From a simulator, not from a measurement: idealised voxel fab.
Herein follows the process module entitled voxel transistor to metal.
The figure presents cross-section cut, which has a width of 260 nm and is divided into square cells with an edge length of 5 nm.
In this document a cross-section is written as a grid of square cells. It is given as a series of bands, listed from the top down, and a band is one or more rows of cells. Within each band entry, the heights of the top and of the bottom of the band appear first, in that order and in nm; the materials of the band then follow from left to right, each with its corresponding width in nm. The designation "edge to edge" on a single material indicates that it fills the band from edge to edge; the designation "empty" indicates empty space. Counting heights begins at 0, where everything beneath is, in the wafer as received, one material. The lowest band has no bottom; it goes on downwards, as "0 -> down" shows. The width entry "30 to 40" should be interpreted row by row: the top row of cells in the band takes the first number, the bottom row takes the second number, and the change between adjacent rows is uniform throughout. "no alterations made", as given for a step, is the statement that not any cell of the cross-section underwent a change during that step. "Enclosed empty spaces" lists enclosed empty spaces (at least 8 cells, no open path upward to the top), each as width x height at distance from the left edge, in nm. Read whatever lies past the settings on a step's line as the simulator's own remark about the step. Regarding "overlay nm": on a step with a mask, it is the distance the mask lay to the right of its planned place; a negative value places it to the left. Each pair below shows a cross-section before one step and the cross-section after it, down to the lowest band that changed. The line under each pair gives the step between them, with its settings. The pairs can come from different runs of this module on the same starting wafer, so a pair continues from the pair above only where its "Snapshot before" says so.

**Snapshot before**
* 35 -> 30: empty 45 nm, SiN 10 nm, empty 5 nm, SiCN 15 nm, empty 5 nm, SiN 10 nm, empty 80 nm, SiN 10 nm, empty 5 nm, SiCN 15 nm, empty 5 nm, SiN 10 nm, empty 45 nm
* 30 -> 25: empty 45 nm, SiN 10 nm, SiO2 5 nm, SiCN 15 nm, SiO2 5 nm, SiN 10 nm, empty 80 nm, SiN 10 nm, SiO2 5 nm, SiCN 15 nm, SiO2 5 nm, SiN 10 nm, empty 45 nm
* 25 -> 0: empty 40 nm, SiN 10 nm, SiO2 5 nm, polySi 25 nm, SiO2 5 nm, SiN 10 nm, empty 70 nm, SiN 10 nm, SiO2 5 nm, polySi 25 nm, SiO2 5 nm, SiN 10 nm, empty 40 nm
* 0 -> -5: empty 15 nm, SiN 10 nm, empty 15 nm, SiN 10 nm, SiO2 5 nm, polySi 25 nm, SiO2 5 nm, SiN 10 nm, empty 15 nm, SiN 10 nm, empty 20 nm, SiN 10 nm, empty 15 nm, SiN 10 nm, SiO2 5 nm, polySi 25 nm, SiO2 5 nm, SiN 10 nm, empty 15 nm, SiN 10 nm, empty 15 nm
* -5 -> -10: SiO2 25 nm, SiGe 15 nm, SiO2 55 nm, SiGe 15 nm, SiO2 40 nm, SiGe 15 nm, SiO2 55 nm, SiGe 15 nm, SiO2 25 nm
* -10 -> -40: SiO2 20 nm, Si 95 nm, SiO2 30 nm, Si 95 nm, SiO2 20 nm
* -40 -> down: Si edge to edge
* Enclosed empty spaces: none

**Post-Step Cross-Section**
* 45 -> 35: SiO2 edge to edge
* 35 -> 25: SiO2 45 nm, SiN 10 nm, SiO2 5 nm, SiCN 15 nm, SiO2 5 nm, SiN 10 nm, SiO2 80 nm, SiN 10 nm, SiO2 5 nm, SiCN 15 nm, SiO2 5 nm, SiN 10 nm, SiO2 45 nm
* 25 -> 0: SiO2 40 nm, SiN 10 nm, SiO2 5 nm, polySi 25 nm, SiO2 5 nm, SiN 10 nm, SiO2 70 nm, SiN 10 nm, SiO2 5 nm, polySi 25 nm, SiO2 5 nm, SiN 10 nm, SiO2 40 nm
* 0 -> -5: SiO2 15 nm, SiN 10 nm, SiO2 15 nm, SiN 10 nm, SiO2 5 nm, polySi 25 nm, SiO2 5 nm, SiN 10 nm, SiO2 15 nm, SiN 10 nm, SiO2 20 nm, SiN 10 nm, SiO2 15 nm, SiN 10 nm, SiO2 5 nm, polySi 25 nm, SiO2 5 nm, SiN 10 nm, SiO2 15 nm, SiN 10 nm, SiO2 15 nm
* Everything below -5 is unchanged.
* Enclosed empty spaces: none
The process step bridging the two cross-sections above: FILL_DEP [material SiO2] [thk nm 10]

Snapshot before: taken from the pair above, after panel.

**Post-Step Cross-Section**
* 35 -> 25: SiO2 45 nm, SiN 10 nm, SiO2 5 nm, SiCN 15 nm, SiO2 5 nm, SiN 10 nm, SiO2 80 nm, SiN 10 nm, SiO2 5 nm, SiCN 15 nm, SiO2 5 nm, SiN 10 nm, SiO2 45 nm
* Everything below 25 is unchanged.
* Enclosed empty spaces: none
The process step bridging the two cross-sections above: CMP [height nm 35]

Snapshot before: taken from the pair above, after panel.

**Post-Step Cross-Section**
* 50 -> 35: SiO2 edge to edge
* Everything below 35 is unchanged.
* Enclosed empty spaces: none
The process step bridging the two cross-sections above: DIRECTIONAL_DEP [material SiO2] [thk nm 15]

Snapshot before: taken from the pair above, after panel.

**Post-Step Cross-Section**
* 65 -> 50: resist 25 nm, empty 20 nm, resist 45 nm, empty 20 nm, resist 40 nm, empty 20 nm, resist 45 nm, empty 20 nm, resist 25 nm
* Everything below 50 is unchanged.
* Enclosed empty spaces: none
The process step bridging the two cross-sections above: PATTERN [tone open] [mask id CONTACT] [material resist] [width nm 20] [thk nm 15] [overlay nm 0]

Snapshot before: taken from the pair above, after panel.

**Post-Step Cross-Section**
* 65 -> 50: resist 25 nm, empty 20 nm, resist 45 nm, empty 20 nm, resist 40 nm, empty 20 nm, resist 45 nm, empty 20 nm, resist 25 nm
* 50 -> 35: SiO2 25 nm, empty 20 nm, SiO2 45 nm, empty 20 nm, SiO2 40 nm, empty 20 nm, SiO2 45 nm, empty 20 nm, SiO2 25 nm
* 35 -> 25: SiO2 25 nm, empty 20 nm, SiN 10 nm, SiO2 5 nm, SiCN 15 nm, SiO2 5 nm, SiN 10 nm, empty 20 nm, SiO2 40 nm, empty 20 nm, SiN 10 nm, SiO2 5 nm, SiCN 15 nm, SiO2 5 nm, SiN 10 nm, empty 20 nm, SiO2 25 nm
* 25 -> 0: SiO2 25 nm, empty 15 nm, SiN 10 nm, SiO2 5 nm, polySi 25 nm, SiO2 5 nm, SiN 10 nm, empty 15 nm, SiO2 40 nm, empty 15 nm, SiN 10 nm, SiO2 5 nm, polySi 25 nm, SiO2 5 nm, SiN 10 nm, empty 15 nm, SiO2 25 nm
* 0 -> -5: SiO2 15 nm, SiN 10 nm, empty 15 nm, SiN 10 nm, SiO2 5 nm, polySi 25 nm, SiO2 5 nm, SiN 10 nm, empty 15 nm, SiN 10 nm, SiO2 20 nm, SiN 10 nm, empty 15 nm, SiN 10 nm, SiO2 5 nm, polySi 25 nm, SiO2 5 nm, SiN 10 nm, empty 15 nm, SiN 10 nm, SiO2 15 nm
* Everything below -5 is unchanged.
* Enclosed empty spaces: none
The process step bridging the two cross-sections above: DIRECTIONAL_ETCH [etch materials SiO2] [depth nm 55]

Snapshot before: taken from the pair above, after panel.

**Post-Step Cross-Section**
* 50 -> 35: SiO2 25 nm, empty 20 nm, SiO2 45 nm, empty 20 nm, SiO2 40 nm, empty 20 nm, SiO2 45 nm, empty 20 nm, SiO2 25 nm
* Everything below 35 is unchanged.
* Enclosed empty spaces: none
The process step bridging the two cross-sections above: STRIP [etch materials resist]

Snapshot before: taken from the pair above, after panel.

**Post-Step Cross-Section**
* 55 -> 50: TiN 30 nm, empty 10 nm, TiN 55 nm, empty 10 nm, TiN 50 nm, empty 10 nm, TiN 55 nm, empty 10 nm, TiN 30 nm
* 50 -> 35: SiO2 25 nm, TiN 5 nm, empty 10 nm, TiN 5 nm, SiO2 45 nm, TiN 5 nm, empty 10 nm, TiN 5 nm, SiO2 40 nm, TiN 5 nm, empty 10 nm, TiN 5 nm, SiO2 45 nm, TiN 5 nm, empty 10 nm, TiN 5 nm, SiO2 25 nm
* 35 -> 25: SiO2 25 nm, TiN 5 nm, empty 10 to 5 nm, TiN 5 to 10 nm, SiN 10 nm, SiO2 5 nm, SiCN 15 nm, SiO2 5 nm, SiN 10 nm, TiN 5 to 10 nm, empty 10 to 5 nm, TiN 5 nm, SiO2 40 nm, TiN 5 nm, empty 10 to 5 nm, TiN 5 to 10 nm, SiN 10 nm, SiO2 5 nm, SiCN 15 nm, SiO2 5 nm, SiN 10 nm, TiN 5 to 10 nm, empty 10 to 5 nm, TiN 5 nm, SiO2 25 nm
* 25 -> 0: SiO2 25 nm, TiN 5 nm, empty 5 nm, TiN 5 nm, SiN 10 nm, SiO2 5 nm, polySi 25 nm, SiO2 5 nm, SiN 10 nm, TiN 5 nm, empty 5 nm, TiN 5 nm, SiO2 40 nm, TiN 5 nm, empty 5 nm, TiN 5 nm, SiN 10 nm, SiO2 5 nm, polySi 25 nm, SiO2 5 nm, SiN 10 nm, TiN 5 nm, empty 5 nm, TiN 5 nm, SiO2 25 nm
* 0 -> -5: SiO2 15 nm, SiN 10 nm, TiN 15 nm, SiN 10 nm, SiO2 5 nm, polySi 25 nm, SiO2 5 nm, SiN 10 nm, TiN 15 nm, SiN 10 nm, SiO2 20 nm, SiN 10 nm, TiN 15 nm, SiN 10 nm, SiO2 5 nm, polySi 25 nm, SiO2 5 nm, SiN 10 nm, TiN 15 nm, SiN 10 nm, SiO2 15 nm
* Everything below -5 is unchanged.
* Enclosed empty spaces: none
The process step bridging the two cross-sections above: CONFORMAL_DEP [material TiN] [thk nm 5]

Snapshot before: taken from the pair above, after panel.

**Post-Step Cross-Section**
* 60 -> 55: Ru edge to edge
* 55 -> 50: TiN 30 nm, Ru 10 nm, TiN 55 nm, Ru 10 nm, TiN 50 nm, Ru 10 nm, TiN 55 nm, Ru 10 nm, TiN 30 nm
* 50 -> 35: SiO2 25 nm, TiN 5 nm, Ru 10 nm, TiN 5 nm, SiO2 45 nm, TiN 5 nm, Ru 10 nm, TiN 5 nm, SiO2 40 nm, TiN 5 nm, Ru 10 nm, TiN 5 nm, SiO2 45 nm, TiN 5 nm, Ru 10 nm, TiN 5 nm, SiO2 25 nm
* 35 -> 25: SiO2 25 nm, TiN 5 nm, Ru 10 to 5 nm, TiN 5 to 10 nm, SiN 10 nm, SiO2 5 nm, SiCN 15 nm, SiO2 5 nm, SiN 10 nm, TiN 5 to 10 nm, Ru 10 to 5 nm, TiN 5 nm, SiO2 40 nm, TiN 5 nm, Ru 10 to 5 nm, TiN 5 to 10 nm, SiN 10 nm, SiO2 5 nm, SiCN 15 nm, SiO2 5 nm, SiN 10 nm, TiN 5 to 10 nm, Ru 10 to 5 nm, TiN 5 nm, SiO2 25 nm
* 25 -> 0: SiO2 25 nm, TiN 5 nm, Ru 5 nm, TiN 5 nm, SiN 10 nm, SiO2 5 nm, polySi 25 nm, SiO2 5 nm, SiN 10 nm, TiN 5 nm, Ru 5 nm, TiN 5 nm, SiO2 40 nm, TiN 5 nm, Ru 5 nm, TiN 5 nm, SiN 10 nm, SiO2 5 nm, polySi 25 nm, SiO2 5 nm, SiN 10 nm, TiN 5 nm, Ru 5 nm, TiN 5 nm, SiO2 25 nm
* Everything below 0 is unchanged.
* Enclosed empty spaces: none
The process step bridging the two cross-sections above: FILL_DEP [material Ru] [thk nm 5]

Snapshot before: taken from the pair above, after panel.

**Post-Step Cross-Section**
* 50 -> 35: SiO2 25 nm, TiN 5 nm, Ru 10 nm, TiN 5 nm, SiO2 45 nm, TiN 5 nm, Ru 10 nm, TiN 5 nm, SiO2 40 nm, TiN 5 nm, Ru 10 nm, TiN 5 nm, SiO2 45 nm, TiN 5 nm, Ru 10 nm, TiN 5 nm, SiO2 25 nm
* Everything below 35 is unchanged.
* Enclosed empty spaces: none
The process step bridging the two cross-sections above: CMP [height nm 50]

Snapshot before: taken from the pair above, after panel.

**Post-Step Cross-Section**
* 55 -> 50: SiCN edge to edge
* Everything below 50 is unchanged.
* Enclosed empty spaces: none
The process step bridging the two cross-sections above: CONFORMAL_DEP [material SiCN] [thk nm 5]

Snapshot before: taken from the pair above, after panel.

**Post-Step Cross-Section**
* 70 -> 55: lowk edge to edge
* Everything below 55 is unchanged.
* Enclosed empty spaces: none
The process step bridging the two cross-sections above: DIRECTIONAL_DEP [material lowk] [thk nm 15]

Snapshot before: taken from the pair above, after panel.

**Post-Step Cross-Section**
* 70 -> 55: lowk 25 nm, empty 20 nm, lowk 45 nm, empty 20 nm, lowk 40 nm, empty 20 nm, lowk 45 nm, empty 20 nm, lowk 25 nm
* Everything below 55 is unchanged.
* Enclosed empty spaces: none
The process step bridging the two cross-sections above: MASKED_ETCH [tone open] [mask id METAL_1] [width nm 20] [etch materials lowk] [depth nm 15] [overlay nm 0]

Snapshot before: taken from the pair above, after panel.

**Post-Step Cross-Section**
* 70 -> 55: lowk 25 nm, empty 20 nm, lowk 45 nm, empty 20 nm, lowk 40 nm, empty 20 nm, lowk 45 nm, empty 20 nm, lowk 25 nm
* 55 -> 50: SiCN 25 nm, empty 20 nm, SiCN 45 nm, empty 20 nm, SiCN 40 nm, empty 20 nm, SiCN 45 nm, empty 20 nm, SiCN 25 nm
* Everything below 50 is unchanged.
* Enclosed empty spaces: none
The process step bridging the two cross-sections above: MASKED_ETCH [tone open] [mask id METAL_1] [width nm 20] [etch materials SiCN] [depth nm 5] [overlay nm 0]

Snapshot before: taken from the pair above, after panel.

**Post-Step Cross-Section**
* 75 -> 70: TiN 30 nm, empty 10 nm, TiN 55 nm, empty 10 nm, TiN 50 nm, empty 10 nm, TiN 55 nm, empty 10 nm, TiN 30 nm
* 70 -> 55: lowk 25 nm, TiN 5 nm, empty 10 nm, TiN 5 nm, lowk 45 nm, TiN 5 nm, empty 10 nm, TiN 5 nm, lowk 40 nm, TiN 5 nm, empty 10 nm, TiN 5 nm, lowk 45 nm, TiN 5 nm, empty 10 nm, TiN 5 nm, lowk 25 nm
* 55 -> 50: SiCN 25 nm, TiN 20 nm, SiCN 45 nm, TiN 20 nm, SiCN 40 nm, TiN 20 nm, SiCN 45 nm, TiN 20 nm, SiCN 25 nm
* Everything below 50 is unchanged.
* Enclosed empty spaces: none
The process step bridging the two cross-sections above: CONFORMAL_DEP [material TiN] [thk nm 5]

Snapshot before: taken from the pair above, after panel.

**Post-Step Cross-Section**
* 85 -> 75: W edge to edge
* 75 -> 70: TiN 30 nm, W 10 nm, TiN 55 nm, W 10 nm, TiN 50 nm, W 10 nm, TiN 55 nm, W 10 nm, TiN 30 nm
* 70 -> 55: lowk 25 nm, TiN 5 nm, W 10 nm, TiN 5 nm, lowk 45 nm, TiN 5 nm, W 10 nm, TiN 5 nm, lowk 40 nm, TiN 5 nm, W 10 nm, TiN 5 nm, lowk 45 nm, TiN 5 nm, W 10 nm, TiN 5 nm, lowk 25 nm
* Everything below 55 is unchanged.
* Enclosed empty spaces: none
The process step bridging the two cross-sections above: FILL_DEP [material W] [thk nm 10]

Snapshot before: taken from the pair above, after panel.

**Post-Step Cross-Section**
* 70 -> 55: lowk 25 nm, TiN 5 nm, W 10 nm, TiN 5 nm, lowk 45 nm, TiN 5 nm, W 10 nm, TiN 5 nm, lowk 40 nm, TiN 5 nm, W 10 nm, TiN 5 nm, lowk 45 nm, TiN 5 nm, W 10 nm, TiN 5 nm, lowk 25 nm
* Everything below 55 is unchanged.
* Enclosed empty spaces: none
The process step bridging the two cross-sections above: CMP [height nm 70]

Snapshot before: taken from the pair above, after panel.

**Post-Step Cross-Section**
* 75 -> 70: SiCN edge to edge
* Everything below 70 is unchanged.
* Enclosed empty spaces: none
The process step bridging the two cross-sections above: CONFORMAL_DEP [material SiCN] [thk nm 5]

Snapshot before: taken from the pair above, after panel.

**Post-Step Cross-Section**
* 110 -> 75: SiO2 edge to edge
* Everything below 75 is unchanged.
* Enclosed empty spaces: none
The process step bridging the two cross-sections above: DIRECTIONAL_DEP [material SiO2] [thk nm 35]

Snapshot before: taken from the pair above, after panel.

**Post-Step Cross-Section**
* 120 -> 110: aC edge to edge
* Everything below 110 is unchanged.
* Enclosed empty spaces: none
The process step bridging the two cross-sections above: DIRECTIONAL_DEP [material aC] [thk nm 10]

Snapshot before: taken from the pair above, after panel.

**Post-Step Cross-Section**
* 150 -> 120: resist 25 nm, empty 15 nm, resist 110 nm, empty 15 nm, resist 95 nm
* Everything below 120 is unchanged.
* Enclosed empty spaces: none
The process step bridging the two cross-sections above: PATTERN [tone open] [mask id METAL_2_HOLES] [material resist] [width nm 15] [pitch nm 125] [thk nm 30] [overlay nm 0]

Snapshot before: taken from the pair above, after panel.

**Post-Step Cross-Section**
* 140 -> 120: resist 25 nm, empty 15 nm, resist 110 nm, empty 15 nm, resist 95 nm
* 120 -> 110: aC 25 nm, empty 15 nm, aC 110 nm, empty 15 nm, aC 95 nm
* Everything below 110 is unchanged.
* Enclosed empty spaces: none
The process step bridging the two cross-sections above: DIRECTIONAL_ETCH [etch materials aC] [depth nm 10]

Snapshot before: taken from the pair above, after panel.

**Post-Step Cross-Section**
* 120 -> 110: aC 25 nm, empty 15 nm, aC 110 nm, empty 15 nm, aC 95 nm
* Everything below 110 is unchanged.
* Enclosed empty spaces: none
The process step bridging the two cross-sections above: STRIP [etch materials resist]

Snapshot before: taken from the pair above, after panel.

**Post-Step Cross-Section**
* 120 -> 110: aC 25 nm, empty 15 nm, aC 110 nm, empty 15 nm, aC 95 nm
* 110 -> 75: SiO2 25 nm, empty 15 nm, SiO2 110 nm, empty 15 nm, SiO2 95 nm
* Everything below 75 is unchanged.
* Enclosed empty spaces: none
The process step bridging the two cross-sections above: DIRECTIONAL_ETCH [etch materials SiO2] [depth nm 35]

Snapshot before: taken from the pair above, after panel.

**Post-Step Cross-Section**
* 110 -> 75: SiO2 25 nm, empty 15 nm, SiO2 110 nm, empty 15 nm, SiO2 95 nm
* Everything below 75 is unchanged.
* Enclosed empty spaces: none
The process step bridging the two cross-sections above: STRIP [etch materials aC]

Snapshot before: taken from the pair above, after panel.

**Post-Step Cross-Section**
* 130 -> 110: resist 25 nm, empty 20 nm, resist 105 nm, empty 20 nm, resist 90 nm
* Everything below 110 is unchanged.
* Enclosed empty spaces: none
The process step bridging the two cross-sections above: PATTERN [tone open] [mask id METAL_2] [material resist] [width nm 20] [pitch nm 125] [thk nm 20] [overlay nm 0]

Snapshot before: taken from the pair above, after panel.

**Post-Step Cross-Section**
* 130 -> 110: resist 25 nm, empty 20 nm, resist 105 nm, empty 20 nm, resist 90 nm
* 110 -> 90: SiO2 25 nm, empty 20 nm, SiO2 105 nm, empty 20 nm, SiO2 90 nm
* Everything below 90 is unchanged.
* Enclosed empty spaces: none
The process step bridging the two cross-sections above: DIRECTIONAL_ETCH [etch materials SiO2] [depth nm 20]

Snapshot before: taken from the pair above, after panel.

**Post-Step Cross-Section**
* 130 -> 110: resist 25 nm, empty 20 nm, resist 105 nm, empty 20 nm, resist 90 nm
* 110 -> 90: SiO2 25 nm, empty 20 nm, SiO2 105 nm, empty 20 nm, SiO2 90 nm
* 90 -> 75: SiO2 25 nm, empty 15 nm, SiO2 110 nm, empty 15 nm, SiO2 95 nm
* 75 -> 70: SiCN 25 nm, empty 15 nm, SiCN 110 nm, empty 15 nm, SiCN 95 nm
* Everything below 70 is unchanged.
* Enclosed empty spaces: none
The process step bridging the two cross-sections above: DIRECTIONAL_ETCH [etch materials SiCN] [depth nm 5]

Snapshot before: taken from the pair above, after panel.

**Post-Step Cross-Section**
* 110 -> 90: SiO2 25 nm, empty 20 nm, SiO2 105 nm, empty 20 nm, SiO2 90 nm
* Everything below 90 is unchanged.
* Enclosed empty spaces: none
The process step bridging the two cross-sections above: STRIP [etch materials resist]

Snapshot before: taken from the pair above, after panel.

**Post-Step Cross-Section**
* 115 -> 110: TiN 30 nm, empty 10 nm, TiN 115 nm, empty 10 nm, TiN 95 nm
* 110 -> 95: SiO2 25 nm, TiN 5 nm, empty 10 nm, TiN 5 nm, SiO2 105 nm, TiN 5 nm, empty 10 nm, TiN 5 nm, SiO2 90 nm
* 95 -> 90: SiO2 25 nm, TiN 5 nm, empty 5 nm, TiN 10 nm, SiO2 105 nm, TiN 5 nm, empty 5 nm, TiN 10 nm, SiO2 90 nm
* 90 -> 75: SiO2 25 nm, TiN 5 nm, empty 5 nm, TiN 5 nm, SiO2 110 nm, TiN 5 nm, empty 5 nm, TiN 5 nm, SiO2 95 nm
* 75 -> 70: SiCN 25 nm, TiN 15 nm, SiCN 110 nm, TiN 15 nm, SiCN 95 nm
* Everything below 70 is unchanged.
* Enclosed empty spaces: none
The process step bridging the two cross-sections above: CONFORMAL_DEP [material TiN] [thk nm 5]

Snapshot before: taken from the pair above, after panel.

**Post-Step Cross-Section**
* 120 -> 115: Cu edge to edge
* 115 -> 110: TiN 30 nm, Cu 10 nm, TiN 115 nm, Cu 10 nm, TiN 95 nm
* 110 -> 95: SiO2 25 nm, TiN 5 nm, Cu 10 nm, TiN 5 nm, SiO2 105 nm, TiN 5 nm, Cu 10 nm, TiN 5 nm, SiO2 90 nm
* 95 -> 90: SiO2 25 nm, TiN 5 nm, Cu 5 nm, TiN 10 nm, SiO2 105 nm, TiN 5 nm, Cu 5 nm, TiN 10 nm, SiO2 90 nm
* 90 -> 75: SiO2 25 nm, TiN 5 nm, Cu 5 nm, TiN 5 nm, SiO2 110 nm, TiN 5 nm, Cu 5 nm, TiN 5 nm, SiO2 95 nm
* Everything below 75 is unchanged.
* Enclosed empty spaces: none
The process step bridging the two cross-sections above: FILL_DEP [material Cu] [thk nm 5]

Snapshot before: taken from the pair above, after panel.

**Post-Step Cross-Section**
* 110 -> 95: SiO2 25 nm, TiN 5 nm, Cu 10 nm, TiN 5 nm, SiO2 105 nm, TiN 5 nm, Cu 10 nm, TiN 5 nm, SiO2 90 nm
* Everything below 95 is unchanged.
* Enclosed empty spaces: none
The process step bridging the two cross-sections above: CMP [height nm 110]

Snapshot before: taken from the pair above, after panel.

**Post-Step Cross-Section**
* 115 -> 110: SiN edge to edge
* Everything below 110 is unchanged.
* Enclosed empty spaces: none
The process step bridging the two cross-sections above: CONFORMAL_DEP [material SiN] [thk nm 5]

**Snapshot before**
* 120 -> 110: aC edge to edge
* 110 -> 75: SiO2 edge to edge
* 75 -> 70: SiCN edge to edge
* 70 -> 55: lowk 25 nm, TiN 5 nm, W 10 nm, TiN 5 nm, lowk 45 nm, TiN 5 nm, W 10 nm, TiN 5 nm, lowk 40 nm, TiN 5 nm, W 10 nm, TiN 5 nm, lowk 45 nm, TiN 5 nm, W 10 nm, TiN 5 nm, lowk 25 nm
* 55 -> 50: SiCN 25 nm, TiN 20 nm, SiCN 45 nm, TiN 20 nm, SiCN 40 nm, TiN 20 nm, SiCN 45 nm, TiN 20 nm, SiCN 25 nm
* 50 -> 35: SiO2 25 nm, TiN 5 nm, Ru 10 nm, TiN 5 nm, SiO2 45 nm, TiN 5 nm, Ru 10 nm, TiN 5 nm, SiO2 40 nm, TiN 5 nm, Ru 10 nm, TiN 5 nm, SiO2 45 nm, TiN 5 nm, Ru 10 nm, TiN 5 nm, SiO2 25 nm
* 35 -> 25: SiO2 25 nm, TiN 5 nm, Ru 10 nm, TiN 5 nm, SiN 10 nm, SiO2 5 nm, SiCN 15 nm, SiO2 5 nm, SiN 10 nm, TiN 5 nm, Ru 10 nm, TiN 5 nm, SiO2 40 nm, TiN 5 nm, Ru 10 nm, TiN 5 nm, SiN 10 nm, SiO2 5 nm, SiCN 15 nm, SiO2 5 nm, SiN 10 nm, TiN 5 nm, Ru 10 nm, TiN 5 nm, SiO2 25 nm
* 25 -> 0: SiO2 25 nm, TiN 5 nm, Ru 10 nm, TiN 5 nm, SiN 10 nm, SiO2 5 nm, polySi 15 nm, SiO2 5 nm, SiN 10 nm, TiN 5 nm, Ru 10 nm, TiN 5 nm, SiO2 40 nm, TiN 5 nm, Ru 10 nm, TiN 5 nm, SiN 10 nm, SiO2 5 nm, polySi 15 nm, SiO2 5 nm, SiN 10 nm, TiN 5 nm, Ru 10 nm, TiN 5 nm, SiO2 25 nm
* 0 -> -5: SiO2 15 nm, SiN 10 nm, TiN 20 nm, SiN 10 nm, SiO2 5 nm, polySi 15 nm, SiO2 5 nm, SiN 10 nm, TiN 20 nm, SiN 10 nm, SiO2 20 nm, SiN 10 nm, TiN 20 nm, SiN 10 nm, SiO2 5 nm, polySi 15 nm, SiO2 5 nm, SiN 10 nm, TiN 20 nm, SiN 10 nm, SiO2 15 nm
* -5 -> -10: SiO2 25 nm, SiGe 20 nm, SiO2 45 nm, SiGe 20 nm, SiO2 40 nm, SiGe 20 nm, SiO2 45 nm, SiGe 20 nm, SiO2 25 nm
* -10 -> -40: SiO2 20 nm, Si 95 nm, SiO2 30 nm, Si 95 nm, SiO2 20 nm
* -40 -> down: Si edge to edge
* Enclosed empty spaces: none

**Post-Step Cross-Section**
* 150 -> 120: resist 20 nm, empty 15 nm, resist 110 nm, empty 15 nm, resist 100 nm
* Everything below 120 is unchanged.
* Enclosed empty spaces: none
The process step bridging the two cross-sections above: PATTERN [tone open] [mask id METAL_2_HOLES] [material resist] [width nm 15] [pitch nm 125] [thk nm 30] [overlay nm -5]

Snapshot before: taken from the pair above, after panel.

**Post-Step Cross-Section**
* 140 -> 120: resist 20 nm, empty 15 nm, resist 110 nm, empty 15 nm, resist 100 nm
* 120 -> 110: aC 20 nm, empty 15 nm, aC 110 nm, empty 15 nm, aC 100 nm
* Everything below 110 is unchanged.
* Enclosed empty spaces: none
The process step bridging the two cross-sections above: DIRECTIONAL_ETCH [etch materials aC] [depth nm 10]

Snapshot before: taken from the pair above, after panel.

**Post-Step Cross-Section**
* 120 -> 110: aC 20 nm, empty 15 nm, aC 110 nm, empty 15 nm, aC 100 nm
* Everything below 110 is unchanged.
* Enclosed empty spaces: none
The process step bridging the two cross-sections above: STRIP [etch materials resist]

Snapshot before: taken from the pair above, after panel.

**Post-Step Cross-Section**
* 120 -> 110: aC 20 nm, empty 15 nm, aC 110 nm, empty 15 nm, aC 100 nm
* 110 -> 75: SiO2 20 nm, empty 15 nm, SiO2 110 nm, empty 15 nm, SiO2 100 nm
* Everything below 75 is unchanged.
* Enclosed empty spaces: none
The process step bridging the two cross-sections above: DIRECTIONAL_ETCH [etch materials SiO2] [depth nm 35]

Snapshot before: taken from the pair above, after panel.

**Post-Step Cross-Section**
* 110 -> 75: SiO2 20 nm, empty 15 nm, SiO2 110 nm, empty 15 nm, SiO2 100 nm
* Everything below 75 is unchanged.
* Enclosed empty spaces: none
The process step bridging the two cross-sections above: STRIP [etch materials aC]

Snapshot before: taken from the pair above, after panel.

**Post-Step Cross-Section**
* 130 -> 110: resist 25 nm, empty 20 nm, resist 105 nm, empty 20 nm, resist 90 nm
* 110 -> 75: SiO2 20 nm, resist 5 nm, empty 10 nm, SiO2 110 nm, resist 5 nm, empty 10 nm, SiO2 100 nm
* Everything below 75 is unchanged.
* Enclosed empty spaces: none
The process step bridging the two cross-sections above: PATTERN [tone open] [mask id METAL_2] [material resist] [width nm 20] [pitch nm 125] [thk nm 20] [overlay nm 0]

Snapshot before: taken from the pair above, after panel.

**Post-Step Cross-Section**
* 130 -> 110: resist 25 nm, empty 20 nm, resist 105 nm, empty 20 nm, resist 90 nm
* 110 -> 90: SiO2 20 nm, resist 5 nm, empty 20 nm, SiO2 100 nm, resist 5 nm, empty 20 nm, SiO2 90 nm
* Everything below 90 is unchanged.
* Enclosed empty spaces: none
The process step bridging the two cross-sections above: DIRECTIONAL_ETCH [etch materials SiO2] [depth nm 20]

Snapshot before: taken from the pair above, after panel.

**Post-Step Cross-Section**
* 130 -> 110: resist 25 nm, empty 20 nm, resist 105 nm, empty 20 nm, resist 90 nm
* 110 -> 90: SiO2 20 nm, resist 5 nm, empty 20 nm, SiO2 100 nm, resist 5 nm, empty 20 nm, SiO2 90 nm
* 90 -> 75: SiO2 20 nm, resist 5 nm, empty 10 nm, SiO2 110 nm, resist 5 nm, empty 10 nm, SiO2 100 nm
* 75 -> 70: SiCN 25 nm, empty 10 nm, SiCN 115 nm, empty 10 nm, SiCN 100 nm
* Everything below 70 is unchanged.
* Enclosed empty spaces: none
The process step bridging the two cross-sections above: DIRECTIONAL_ETCH [etch materials SiCN] [depth nm 5]

Snapshot before: taken from the pair above, after panel.

**Post-Step Cross-Section**
* 110 -> 90: SiO2 20 nm, empty 25 nm, SiO2 100 nm, empty 25 nm, SiO2 90 nm
* 90 -> 75: SiO2 20 nm, empty 15 nm, SiO2 110 nm, empty 15 nm, SiO2 100 nm
* Everything below 75 is unchanged.
* Enclosed empty spaces: none
The process step bridging the two cross-sections above: STRIP [etch materials resist]

Snapshot before: taken from the pair above, after panel.

**Post-Step Cross-Section**
* 115 -> 110: TiN 25 nm, empty 15 nm, TiN 110 nm, empty 15 nm, TiN 95 nm
* 110 -> 95: SiO2 20 nm, TiN 5 nm, empty 15 nm, TiN 5 nm, SiO2 100 nm, TiN 5 nm, empty 15 nm, TiN 5 nm, SiO2 90 nm
* 95 -> 90: SiO2 20 nm, TiN 5 nm, empty 5 nm, TiN 15 nm, SiO2 100 nm, TiN 5 nm, empty 5 nm, TiN 15 nm, SiO2 90 nm
* 90 -> 80: SiO2 20 nm, TiN 5 nm, empty 5 nm, TiN 5 nm, SiO2 110 nm, TiN 5 nm, empty 5 nm, TiN 5 nm, SiO2 100 nm
* 80 -> 75: SiO2 20 nm, TiN 15 nm, SiO2 110 nm, TiN 15 nm, SiO2 100 nm
* 75 -> 70: SiCN 25 nm, TiN 10 nm, SiCN 115 nm, TiN 10 nm, SiCN 100 nm
* Everything below 70 is unchanged.
* Enclosed empty spaces: none
The process step bridging the two cross-sections above: CONFORMAL_DEP [material TiN] [thk nm 5]

Snapshot before: taken from the pair above, after panel.

**Post-Step Cross-Section**
* 120 -> 115: Cu edge to edge
* 115 -> 110: TiN 25 nm, Cu 15 nm, TiN 110 nm, Cu 15 nm, TiN 95 nm
* 110 -> 95: SiO2 20 nm, TiN 5 nm, Cu 15 nm, TiN 5 nm, SiO2 100 nm, TiN 5 nm, Cu 15 nm, TiN 5 nm, SiO2 90 nm
* 95 -> 90: SiO2 20 nm, TiN 5 nm, Cu 5 nm, TiN 15 nm, SiO2 100 nm, TiN 5 nm, Cu 5 nm, TiN 15 nm, SiO2 90 nm
* 90 -> 80: SiO2 20 nm, TiN 5 nm, Cu 5 nm, TiN 5 nm, SiO2 110 nm, TiN 5 nm, Cu 5 nm, TiN 5 nm, SiO2 100 nm
* Everything below 80 is unchanged.
* Enclosed empty spaces: none
The process step bridging the two cross-sections above: FILL_DEP [material Cu] [thk nm 5]
